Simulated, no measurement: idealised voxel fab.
process module | voxel wiring stack
cross-section cut | 265 nm wide | cells 5 nm
A cross-section is a grid of square cells, given in bands from the top down. A band is one or more rows of cells.
Each band's line starts with the height of the band's top and of its bottom, in nm. Then come its materials from left to right, each with its width in nm. One material with "throughout" fills the band from edge to edge. "air" is empty space.
Height 0 is the level under which the wafer as received is all one material. The lowest band goes on downwards, as in "0 down".
A width such as "30 to 40" changes by the same amount from each row of cells to the next, from the band's top row to its bottom row.
"no change" after a step means that no cell of the cross-section changed.
closed voids: empty space of 8 cells or more with no open way to the top, each as width x height at its distance from the left edge, in nm
after a step's settings: what the simulator itself notes on the step
overlay nm, on a step with a mask: how far to the right of its planned place the mask lay; to the left if negative
plan
1 op RECEIVE | material Si
2 op CONFORMAL_DEP | material SiO2 | thk nm 10
3 op CONFORMAL_DEP | material SiCN | thk nm 5
4 op DIRECTIONAL_DEP | material SiO2 | thk nm 20
5 op DIRECTIONAL_DEP | material aC | thk nm 15
6 op PATTERN | tone open | mask id METAL_1 | material resist | width nm 30 | pitch nm 60 | thk nm 35 | overlay nm 0
7 op DIRECTIONAL_ETCH | etch materials aC | depth nm 15
8 op STRIP | etch materials resist
9 op DIRECTIONAL_ETCH | etch materials SiO2 | depth nm 20
10 op DIRECTIONAL_ETCH | etch materials SiCN | depth nm 5
11 op STRIP | etch materials aC
12 op CONFORMAL_DEP | material TiN | thk nm 5
13 op FILL_DEP | material W | thk nm 5
14 op CMP | height nm 35
15 op EPI | material Ru | thk nm 5
16 op FILL_DEP | material SiCN | thk nm 5
17 op DIRECTIONAL_DEP | material SiO2 | thk nm 10
18 op PATTERN | tone open | mask id PLUG_1 | material resist | width nm 15 | pitch nm 60 | thk nm 15 | overlay nm 0
19 op DIRECTIONAL_ETCH | etch materials SiO2 | depth nm 10
20 op DIRECTIONAL_ETCH | etch materials SiCN | depth nm 5
21 op STRIP | etch materials resist
22 op EPI | material Ru | thk nm 10
23 op EPI | material Ru | thk nm 5
24 op DIRECTIONAL_DEP | material TiN | thk nm 5
25 op DIRECTIONAL_DEP | material W | thk nm 15
26 op DIRECTIONAL_DEP | material aC | thk nm 15
27 op PATTERN | tone cover | mask id METAL_2 | material resist | width nm 30 | pitch nm 60 | thk nm 30 | overlay nm 0
28 op DIRECTIONAL_ETCH | etch materials aC | depth nm 15
29 op STRIP | etch materials resist
30 op DIRECTIONAL_ETCH | etch materials W | depth nm 15
31 op DIRECTIONAL_ETCH | etch materials TiN | depth nm 5
32 op STRIP | etch materials aC
33 op CONFORMAL_DEP | material SiN | thk nm 5
34 op FILL_DEP | material lowk | thk nm 5
35 op CMP | height nm 75
36 op CONFORMAL_DEP | material SiCN | thk nm 5
first wafer, as planned
as received, after step 1
  0 down: Si throughout
  closed voids: none
after step 2
  10 to 0: SiO2 throughout
  below 0: unchanged
after step 3
  15 to 10: SiCN throughout
  below 10: unchanged
after step 4
  35 to 15: SiO2 throughout
  below 15: unchanged
after step 5
  50 to 35: aC throughout
  below 35: unchanged
after step 6
  85 to 50: resist 55 | air 30 | resist 30 | air 30 | resist 30 | air 30 | resist 60
  below 50: unchanged
after step 7
  70 to 50: resist 55 | air 30 | resist 30 | air 30 | resist 30 | air 30 | resist 60
  50 to 35: aC 55 | air 30 | aC 30 | air 30 | aC 30 | air 30 | aC 60
  below 35: unchanged
after step 8
  50 to 35: aC 55 | air 30 | aC 30 | air 30 | aC 30 | air 30 | aC 60
  below 35: unchanged
after step 9
  50 to 35: aC 55 | air 30 | aC 30 | air 30 | aC 30 | air 30 | aC 60
  35 to 15: SiO2 55 | air 30 | SiO2 30 | air 30 | SiO2 30 | air 30 | SiO2 60
  below 15: unchanged
after step 10
  50 to 35: aC 55 | air 30 | aC 30 | air 30 | aC 30 | air 30 | aC 60
  35 to 15: SiO2 55 | air 30 | SiO2 30 | air 30 | SiO2 30 | air 30 | SiO2 60
  15 to 10: SiCN 55 | air 30 | SiCN 30 | air 30 | SiCN 30 | air 30 | SiCN 60
  below 10: unchanged
after step 11
  35 to 15: SiO2 55 | air 30 | SiO2 30 | air 30 | SiO2 30 | air 30 | SiO2 60
  below 15: unchanged
after step 12
  40 to 35: TiN 60 | air 20 | TiN 40 | air 20 | TiN 40 | air 20 | TiN 65
  35 to 15: SiO2 55 | TiN 5 | air 20 | TiN 5 | SiO2 30 | TiN 5 | air 20 | TiN 5 | SiO2 30 | TiN 5 | air 20 | TiN 5 | SiO2 60
  15 to 10: SiCN 55 | TiN 30 | SiCN 30 | TiN 30 | SiCN 30 | TiN 30 | SiCN 60
  below 10: unchanged
after step 13
  45 to 40: W throughout
  40 to 35: TiN 60 | W 20 | TiN 40 | W 20 | TiN 40 | W 20 | TiN 65
  35 to 15: SiO2 55 | TiN 5 | W 20 | TiN 5 | SiO2 30 | TiN 5 | W 20 | TiN 5 | SiO2 30 | TiN 5 | W 20 | TiN 5 | SiO2 60
  below 15: unchanged
after step 14
  35 to 15: SiO2 55 | TiN 5 | W 20 | TiN 5 | SiO2 30 | TiN 5 | W 20 | TiN 5 | SiO2 30 | TiN 5 | W 20 | TiN 5 | SiO2 60
  below 15: unchanged
after step 15
  40 to 35: air 50 | Ru 40 | air 20 | Ru 40 | air 20 | Ru 40 | air 55
  below 35: unchanged
after step 16
  45 to 40: SiCN throughout
  40 to 35: SiCN 50 | Ru 40 | SiCN 20 | Ru 40 | SiCN 20 | Ru 40 | SiCN 55
  below 35: unchanged
after step 17
  55 to 45: SiO2 throughout
  below 45: unchanged
after step 18
  70 to 55: resist 55 | air 15 | resist 45 | air 15 | resist 45 | air 15 | resist 75
  below 55: unchanged
after step 19
  70 to 55: resist 55 | air 15 | resist 45 | air 15 | resist 45 | air 15 | resist 75
  55 to 45: SiO2 55 | air 15 | SiO2 45 | air 15 | SiO2 45 | air 15 | SiO2 75
  below 45: unchanged
after step 20
  70 to 55: resist 55 | air 15 | resist 45 | air 15 | resist 45 | air 15 | resist 75
  55 to 45: SiO2 55 | air 15 | SiO2 45 | air 15 | SiO2 45 | air 15 | SiO2 75
  45 to 40: SiCN 55 | air 15 | SiCN 45 | air 15 | SiCN 45 | air 15 | SiCN 75
  below 40: unchanged
after step 21
  55 to 45: SiO2 55 | air 15 | SiO2 45 | air 15 | SiO2 45 | air 15 | SiO2 75
  below 45: unchanged
after step 22
  55 to 50: SiO2 55 | air 15 | SiO2 45 | air 15 | SiO2 45 | air 15 | SiO2 75
  50 to 45: SiO2 55 | Ru 15 | SiO2 45 | Ru 15 | SiO2 45 | Ru 15 | SiO2 75
  45 to 35: SiCN 55 to 50 | Ru 15 to 40 | SiCN 45 to 20 | Ru 15 to 40 | SiCN 45 to 20 | Ru 15 to 40 | SiCN 75 to 55
  below 35: unchanged
after step 23
  55 to 45: SiO2 55 | Ru 15 | SiO2 45 | Ru 15 | SiO2 45 | Ru 15 | SiO2 75
  below 45: unchanged
after step 24
  60 to 55: TiN throughout
  below 55: unchanged
after step 25
  75 to 60: W throughout
  below 60: unchanged
after step 26
  90 to 75: aC throughout
  below 75: unchanged
after step 27
  120 to 90: air 55 | resist 30 | air 30 | resist 30 | air 30 | resist 30 | air 60
  below 90: unchanged
after step 28
  105 to 90: air 55 | resist 30 | air 30 | resist 30 | air 30 | resist 30 | air 60
  90 to 75: air 55 | aC 30 | air 30 | aC 30 | air 30 | aC 30 | air 60
  below 75: unchanged
after step 29
  90 to 75: air 55 | aC 30 | air 30 | aC 30 | air 30 | aC 30 | air 60
  below 75: unchanged
after step 30
  90 to 75: air 55 | aC 30 | air 30 | aC 30 | air 30 | aC 30 | air 60
  75 to 60: air 55 | W 30 | air 30 | W 30 | air 30 | W 30 | air 60
  below 60: unchanged
after step 31
  90 to 75: air 55 | aC 30 | air 30 | aC 30 | air 30 | aC 30 | air 60
  75 to 60: air 55 | W 30 | air 30 | W 30 | air 30 | W 30 | air 60
  60 to 55: air 55 | TiN 30 | air 30 | TiN 30 | air 30 | TiN 30 | air 60
  below 55: unchanged
after step 32
  75 to 60: air 55 | W 30 | air 30 | W 30 | air 30 | W 30 | air 60
  below 60: unchanged
after step 33
  80 to 75: air 50 | SiN 40 | air 20 | SiN 40 | air 20 | SiN 40 | air 55
  75 to 60: air 50 | SiN 5 | W 30 | SiN 5 | air 20 | SiN 5 | W 30 | SiN 5 | air 20 | SiN 5 | W 30 | SiN 5 | air 55
  60 to 55: SiN 55 | TiN 30 | SiN 30 | TiN 30 | SiN 30 | TiN 30 | SiN 60
  below 55: unchanged
after step 34
  85 to 80: lowk throughout
  80 to 75: lowk 50 | SiN 40 | lowk 20 | SiN 40 | lowk 20 | SiN 40 | lowk 55
  75 to 60: lowk 50 | SiN 5 | W 30 | SiN 5 | lowk 20 | SiN 5 | W 30 | SiN 5 | lowk 20 | SiN 5 | W 30 | SiN 5 | lowk 55
  below 60: unchanged
after step 35
  75 to 60: lowk 50 | SiN 5 | W 30 | SiN 5 | lowk 20 | SiN 5 | W 30 | SiN 5 | lowk 20 | SiN 5 | W 30 | SiN 5 | lowk 55
  below 60: unchanged
after step 36
  80 to 75: SiCN throughout
  below 75: unchanged
second wafer: like start, like plan, one mistake. Through step 21 it matches the first wafer
when step 22 should have ended
  60 to 55: air 50 | Ru 25 | air 35 | Ru 25 | air 35 | Ru 25 | air 70
  55 to 45: SiO2 55 | Ru 15 | SiO2 45 | Ru 15 | SiO2 45 | Ru 15 | SiO2 75
  45 to 35: SiCN 55 to 50 | Ru 15 to 40 | SiCN 45 to 20 | Ru 15 to 40 | SiCN 45 to 20 | Ru 15 to 40 | SiCN 75 to 55
  below 35: unchanged
when step 23 should have ended
  65 to 55: air 45 | Ru 35 | air 25 | Ru 35 | air 25 | Ru 35 | air 65
  below 55: unchanged
when step 24 should have ended
  70 to 65: air 45 | TiN 35 | air 25 | TiN 35 | air 25 | TiN 35 | air 65
  65 to 60: air 45 | Ru 35 | air 25 | Ru 35 | air 25 | Ru 35 | air 65
  60 to 55: TiN 45 | Ru 35 | TiN 25 | Ru 35 | TiN 25 | Ru 35 | TiN 65
  below 55: unchanged
when step 25 should have ended
  85 to 75: air 45 | W 35 | air 25 | W 35 | air 25 | W 35 | air 65
  75 to 70: W throughout
  70 to 65: W 45 | TiN 35 | W 25 | TiN 35 | W 25 | TiN 35 | W 65
  65 to 60: W 45 | Ru 35 | W 25 | Ru 35 | W 25 | Ru 35 | W 65
  below 60: unchanged
when step 26 should have ended
  100 to 90: air 45 | aC 35 | air 25 | aC 35 | air 25 | aC 35 | air 65
  90 to 85: aC throughout
  85 to 75: aC 45 | W 35 | aC 25 | W 35 | aC 25 | W 35 | aC 65
  below 75: unchanged
when step 27 should have ended
  130 to 100: air 55 | resist 30 | air 30 | resist 30 | air 30 | resist 30 | air 60
  100 to 90: air 45 | aC 35 | resist 5 | air 20 | aC 35 | resist 5 | air 20 | aC 35 | resist 5 | air 60
  below 90: unchanged
when step 28 should have ended
  115 to 100: air 55 | resist 30 | air 30 | resist 30 | air 30 | resist 30 | air 60
  100 to 90: air 55 | aC 25 | resist 5 | air 30 | aC 25 | resist 5 | air 30 | aC 25 | resist 5 | air 60
  90 to 85: air 55 | aC 30 | air 30 | aC 30 | air 30 | aC 30 | air 60
  85 to 75: air 45 | W 35 | aC 5 | air 20 | W 35 | aC 5 | air 20 | W 35 | aC 5 | air 60
  below 75: unchanged
when step 29 should have ended
  100 to 90: air 55 | aC 25 | air 35 | aC 25 | air 35 | aC 25 | air 65
  below 90: unchanged
when step 30 should have ended
  100 to 90: air 55 | aC 25 | air 35 | aC 25 | air 35 | aC 25 | air 65
  90 to 85: air 55 | aC 30 | air 30 | aC 30 | air 30 | aC 30 | air 60
  85 to 75: air 55 | W 25 | aC 5 | air 30 | W 25 | aC 5 | air 30 | W 25 | aC 5 | air 60
  75 to 70: air 55 | W 30 | air 30 | W 30 | air 30 | W 30 | air 60
  70 to 65: air 45 | TiN 35 | W 5 | air 20 | TiN 35 | W 5 | air 20 | TiN 35 | W 5 | air 60
  65 to 60: air 45 | Ru 35 | W 5 | air 20 | Ru 35 | W 5 | air 20 | Ru 35 | W 5 | air 60
  below 60: unchanged
when step 31 should have ended
  100 to 90: air 55 | aC 25 | air 35 | aC 25 | air 35 | aC 25 | air 65
  90 to 85: air 55 | aC 30 | air 30 | aC 30 | air 30 | aC 30 | air 60
  85 to 75: air 55 | W 25 | aC 5 | air 30 | W 25 | aC 5 | air 30 | W 25 | aC 5 | air 60
  75 to 70: air 55 | W 30 | air 30 | W 30 | air 30 | W 30 | air 60
  70 to 65: air 55 | TiN 25 | W 5 | air 30 | TiN 25 | W 5 | air 30 | TiN 25 | W 5 | air 60
  65 to 60: air 45 | Ru 35 | W 5 | air 20 | Ru 35 | W 5 | air 20 | Ru 35 | W 5 | air 60
  60 to 55: air 45 | Ru 35 | TiN 5 | air 20 | Ru 35 | TiN 5 | air 20 | Ru 35 | TiN 5 | air 60
  below 55: unchanged
when step 32 should have ended
  85 to 75: air 55 | W 25 | air 35 | W 25 | air 35 | W 25 | air 65
  below 75: unchanged
when step 33 should have ended
  90 to 85: air 50 | SiN 35 | air 25 | SiN 35 | air 25 | SiN 35 | air 60
  85 to 75: air 50 | SiN 5 | W 25 | SiN 5 to 10 | air 25 to 20 | SiN 5 | W 25 | SiN 5 to 10 | air 25 to 20 | SiN 5 | W 25 | SiN 5 to 10 | air 60 to 55
  75 to 70: air 50 | SiN 5 | W 30 | SiN 5 | air 20 | SiN 5 | W 30 | SiN 5 | air 20 | SiN 5 | W 30 | SiN 5 | air 55
  70 to 65: air 40 | SiN 15 | TiN 25 | W 5 | SiN 5 | air 10 | SiN 15 | TiN 25 | W 5 | SiN 5 | air 10 | SiN 15 | TiN 25 | W 5 | SiN 5 | air 55
  65 to 60: air 40 | SiN 5 | Ru 35 | W 5 | SiN 5 | air 10 | SiN 5 | Ru 35 | W 5 | SiN 5 | air 10 | SiN 5 | Ru 35 | W 5 | SiN 5 | air 55
  60 to 55: SiN 45 | Ru 35 | TiN 5 | SiN 20 | Ru 35 | TiN 5 | SiN 20 | Ru 35 | TiN 5 | SiN 60
  below 55: unchanged
when step 34 should have ended
  95 to 90: lowk throughout
  90 to 85: lowk 50 | SiN 35 | lowk 25 | SiN 35 | lowk 25 | SiN 35 | lowk 60
  85 to 75: lowk 50 | SiN 5 | W 25 | SiN 5 to 10 | lowk 25 to 20 | SiN 5 | W 25 | SiN 5 to 10 | lowk 25 to 20 | SiN 5 | W 25 | SiN 5 to 10 | lowk 60 to 55
  75 to 70: lowk 50 | SiN 5 | W 30 | SiN 5 | lowk 20 | SiN 5 | W 30 | SiN 5 | lowk 20 | SiN 5 | W 30 | SiN 5 | lowk 55
  70 to 65: lowk 40 | SiN 15 | TiN 25 | W 5 | SiN 5 | lowk 10 | SiN 15 | TiN 25 | W 5 | SiN 5 | lowk 10 | SiN 15 | TiN 25 | W 5 | SiN 5 | lowk 55
  65 to 60: lowk 40 | SiN 5 | Ru 35 | W 5 | SiN 5 | lowk 10 | SiN 5 | Ru 35 | W 5 | SiN 5 | lowk 10 | SiN 5 | Ru 35 | W 5 | SiN 5 | lowk 55
  below 60: unchanged
when step 35 should have ended
  75 to 70: lowk 50 | SiN 5 | W 30 | SiN 5 | lowk 20 | SiN 5 | W 30 | SiN 5 | lowk 20 | SiN 5 | W 30 | SiN 5 | lowk 55
  below 70: unchanged
when step 36 should have ended
  80 to 75: SiCN throughout
  below 75: unchanged
what went wrong: step 22 was run twice
at the end the second wafer has, in cells: 42 more of Ru | 30 fewer of W | 12 fewer of lowk
